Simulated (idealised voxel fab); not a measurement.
process module | voxel fin reveal
cross-section cut | 285 nm wide | cells 5 nm
A cross-section is a grid of square cells, given in bands from the top down. A band is one or more rows of cells.
Each band's line starts with the height of the band's top and of its bottom, in nm. Then come its materials from left to right, each with its width in nm. One material with "throughout" fills the band from edge to edge. "air" is empty space.
Height 0 is the level under which the wafer as received is all one material. The lowest band goes on downwards, as in "0 down".
A width such as "30 to 40" changes by the same amount from each row of cells to the next, from the band's top row to its bottom row.
"no change" after a step means that no cell of the cross-section changed.
closed voids: empty space of 8 cells or more with no open way to the top, each as width x height at its distance from the left edge, in nm
after a step's settings: what the simulator itself notes on the step
overlay nm, on a step with a mask: how far to the right of its planned place the mask lay; to the left if negative
plan
1 op RECEIVE | material Si
2 op CONFORMAL_DEP | material SiN | thk nm 10
3 op DIRECTIONAL_DEP | material aC | thk nm 15
4 op PATTERN | tone cover | mask id FINS | material resist | width nm 15 | pitch nm 45 | thk nm 35 | overlay nm 0
5 op DIRECTIONAL_ETCH | etch materials aC | depth nm 15
6 op STRIP | etch materials resist
7 op DIRECTIONAL_ETCH | etch materials SiN | depth nm 10
8 op DIRECTIONAL_ETCH | etch materials Si | depth nm 35
9 op STRIP | etch materials aC
10 op FILL_DEP | material SiO2 | thk nm 10
11 op CMP | height nm 10
12 op SELECTIVE_ETCH | etch materials SiO2 | depth nm 35
13 op STRIP | etch materials SiN
14 op CONFORMAL_DEP | material HfO2 | thk nm 5
first wafer, as planned
as received, after step 1
  0 down: Si throughout
  closed voids: none
after step 2
  10 to 0: SiN throughout
  below 0: unchanged
after step 3
  25 to 10: aC throughout
  below 10: unchanged
after step 4
  60 to 25: air 90 | resist 15 | air 30 | resist 15 | air 30 | resist 15 | air 90
  below 25: unchanged
after step 5
  45 to 25: air 90 | resist 15 | air 30 | resist 15 | air 30 | resist 15 | air 90
  25 to 10: air 90 | aC 15 | air 30 | aC 15 | air 30 | aC 15 | air 90
  below 10: unchanged
after step 6
  25 to 10: air 90 | aC 15 | air 30 | aC 15 | air 30 | aC 15 | air 90
  below 10: unchanged
after step 7
  25 to 10: air 90 | aC 15 | air 30 | aC 15 | air 30 | aC 15 | air 90
  10 to 0: air 90 | SiN 15 | air 30 | SiN 15 | air 30 | SiN 15 | air 90
  below 0: unchanged
after step 8
  25 to 10: air 90 | aC 15 | air 30 | aC 15 | air 30 | aC 15 | air 90
  10 to 0: air 90 | SiN 15 | air 30 | SiN 15 | air 30 | SiN 15 | air 90
  0 to -35: air 90 | Si 15 | air 30 | Si 15 | air 30 | Si 15 | air 90
  below -35: unchanged
after step 9
  10 to 0: air 90 | SiN 15 | air 30 | SiN 15 | air 30 | SiN 15 | air 90
  below 0: unchanged
after step 10
  20 to 10: SiO2 throughout
  10 to 0: SiO2 90 | SiN 15 | SiO2 30 | SiN 15 | SiO2 30 | SiN 15 | SiO2 90
  0 to -35: SiO2 90 | Si 15 | SiO2 30 | Si 15 | SiO2 30 | Si 15 | SiO2 90
  below -35: unchanged
after step 11
  10 to 0: SiO2 90 | SiN 15 | SiO2 30 | SiN 15 | SiO2 30 | SiN 15 | SiO2 90
  below 0: unchanged
after step 12
  10 to 0: air 90 | SiN 15 | air 30 | SiN 15 | air 30 | SiN 15 | air 90
  0 to -25: air 90 | Si 15 | air 30 | Si 15 | air 30 | Si 15 | air 90
  below -25: unchanged
after step 13
  0 to -25: air 90 | Si 15 | air 30 | Si 15 | air 30 | Si 15 | air 90
  below -25: unchanged
after step 14
  5 to 0: air 85 | HfO2 25 | air 20 | HfO2 25 | air 20 | HfO2 25 | air 85
  0 to -20: air 85 | HfO2 5 | Si 15 | HfO2 5 | air 20 | HfO2 5 | Si 15 | HfO2 5 | air 20 | HfO2 5 | Si 15 | HfO2 5 | air 85
  -20 to -25: HfO2 90 | Si 15 | HfO2 30 | Si 15 | HfO2 30 | Si 15 | HfO2 90
  below -25: unchanged
second wafer: like start, like plan, one mistake. Through step 13 it matches the first wafer
when step 14 should have ended: no change
what went wrong: step 14 was left out
at the end the second wafer has, in cells: 87 fewer of HfO2
